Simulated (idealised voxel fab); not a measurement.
The process module that follows is named voxel released beams.
Section shown: cut. Width: 220 nm. Cell size: 5 nm, square.
Square cells in a grid make up a cross-section in this document, and the grid is given as bands, listed from the top down, each one or more rows of cells. The band entry comprises the height of the band's top followed by the height of its bottom, expressed in nm, and subsequently the band's materials from left to right, each stated together with its width in nm. Where a single material is marked with the word "edge to edge", that material fills the band from edge to edge. The word "air" represents empty space. Note: height 0 marks the level under which the wafer is uniformly one material as received. Lowest band unbounded below, written "0 nm and below". A two-number width, for instance "30..40", indicates that the width is equal to the first number in the top row of the band and to the second number in the bottom row, and that it changes by a constant amount per row of cells. No cell of the cross-section changed in a step that is given as "identical to before". In the "Enclosed void inventory" entry, you get each enclosed empty space of 8 cells or more, one with no open way to the top, written width x height at distance, distance from the left edge, in nm. Whatever follows a step's settings on its line is a remark the simulator itself makes about that step. "overlay nm" answers the question of how far to the right of plan the mask lay on a step that has a mask, and when it is negative the answer is to the left.

So here's the lineup of process steps we planned:
1,RECEIVE, material Si
2,CONFORMAL_DEP, material SiN, thk nm 5
3,DIRECTIONAL_DEP, material SiO2, thk nm 10
4,MASKED_ETCH, tone open, mask id ANCHOR, width nm 35, etch materials SiO2, depth nm 10, overlay nm 0
5,CONFORMAL_DEP, material TiN, thk nm 15
6,DIRECTIONAL_DEP, material aC, thk nm 10
7,PATTERN, tone cover, mask id BEAM, material resist, width nm 90, thk nm 30, overlay nm 0
8,DIRECTIONAL_ETCH, etch materials aC, depth nm 10
9,STRIP, etch materials resist
10,DIRECTIONAL_ETCH, etch materials TiN, depth nm 15
11,STRIP, etch materials aC
12,STRIP, etch materials SiO2

Cross-sectional view of the wafer in its as-received condition, corresponding to the state after step 1:
  0 nm and below: Si edge to edge
  Enclosed void inventory: none

The first of the two wafers as seen in cross-section once the module was finished; processing followed the plan:
  30 nm to 20 nm: air 60 nm / TiN 20 nm / air 5 nm / TiN 65 nm / air 70 nm
  20 nm to 15 nm: air 60 nm / TiN 90 nm / air 70 nm
  15 nm to 5 nm: air 65 nm / TiN 35 nm / air 120 nm
  5 nm to 0 nm: SiN edge to edge
  0 nm and below: Si edge to edge
  Enclosed void inventory: none

Second wafer at the end: like start, like plan, one mistake:
  25 nm to 15 nm: air 60 nm / TiN 20 nm / air 5 nm / TiN 65 nm / air 70 nm
  15 nm to 10 nm: air 60 nm / TiN 90 nm / air 70 nm
  10 nm to 0 nm: air 65 nm / TiN 35 nm / air 120 nm
  0 nm and below: Si edge to edge
  Enclosed void inventory: none
The mistake made against the process plan was this: step 2 was left out
The second wafer ends with more or fewer cells of some materials than the first, per final count: SiN -44
